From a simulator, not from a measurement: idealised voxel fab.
process module | voxel self aligned vias
cross-section cut | 295 nm wide | cells 5 nm
A cross-section is a grid of square cells, given in bands from the top down. A band is one or more rows of cells.
Each band's line starts with the height of the band's top and of its bottom, in nm. Then come its materials from left to right, each with its width in nm. One material with "throughout" fills the band from edge to edge. "air" is empty space.
Height 0 is the level under which the wafer as received is all one material. The lowest band goes on downwards, as in "0 down".
A width such as "30 to 40" changes by the same amount from each row of cells to the next, from the band's top row to its bottom row.
"no change" after a step means that no cell of the cross-section changed.
closed voids: empty space of 8 cells or more with no open way to the top, each as width x height at its distance from the left edge, in nm
after a step's settings: what the simulator itself notes on the step
overlay nm, on a step with a mask: how far to the right of its planned place the mask lay; to the left if negative
plan
1 op RECEIVE | material Si
2 op CONFORMAL_DEP | material SiO2 | thk nm 10
3 op CONFORMAL_DEP | material SiCN | thk nm 5
4 op DIRECTIONAL_DEP | material SiO2 | thk nm 25
5 op DIRECTIONAL_DEP | material aC | thk nm 15
6 op PATTERN | tone open | mask id LINES | material resist | width nm 30 | pitch nm 65 | thk nm 30 | overlay nm 0
7 op DIRECTIONAL_ETCH | etch materials aC | depth nm 15
8 op STRIP | etch materials resist
9 op DIRECTIONAL_ETCH | etch materials SiO2 | depth nm 25
10 op STRIP | etch materials aC
11 op CONFORMAL_DEP | material TiN | thk nm 5
12 op FILL_DEP | material W | thk nm 5
13 op CMP | height nm 40
14 op SELECTIVE_ETCH | etch materials W Ru TiN | depth nm 5
15 op FILL_DEP | material SiN | thk nm 5
16 op CMP | height nm 40
17 op DIRECTIONAL_DEP | material SiO2 | thk nm 15
18 op DIRECTIONAL_DEP | material aC | thk nm 15
19 op PATTERN | tone open | mask id VIAS | material resist | width nm 30 | thk nm 35 | overlay nm 0
20 op DIRECTIONAL_ETCH | etch materials aC | depth nm 15
21 op STRIP | etch materials resist
22 op DIRECTIONAL_ETCH | etch materials SiO2 | depth nm 15
23 op DIRECTIONAL_ETCH | etch materials SiN | depth nm 5
24 op STRIP | etch materials aC
25 op CONFORMAL_DEP | material TiN | thk nm 5
26 op FILL_DEP | material W | thk nm 5
27 op CMP | height nm 55
28 op CONFORMAL_DEP | material SiN | thk nm 5
varied across the wafers: width nm of step 19. The plan shows the first wafer's value. All wafers start alike
first wafer as received, after step 1
  0 down: Si throughout
  closed voids: none
each wafer at the end: cells of each material gained (+) or lost (-) since it was received, then its closed voids
width nm 30 | +59 SiCN | +65 SiN | +512 SiO2 | +36 TiN | +36 W | closed voids: none
width nm 35 | +59 SiCN | +65 SiN | +509 SiO2 | +37 TiN | +38 W | closed voids: none
width nm 40 | +59 SiCN | +65 SiN | +506 SiO2 | +38 TiN | +40 W | closed voids: none
width nm 45 | +59 SiCN | +65 SiN | +503 SiO2 | +39 TiN | +42 W | closed voids: none
width nm 50 | +59 SiCN | +65 SiN | +500 SiO2 | +40 TiN | +44 W | closed voids: none
width nm 55 | +59 SiCN | +65 SiN | +497 SiO2 | +41 TiN | +46 W | closed voids: none
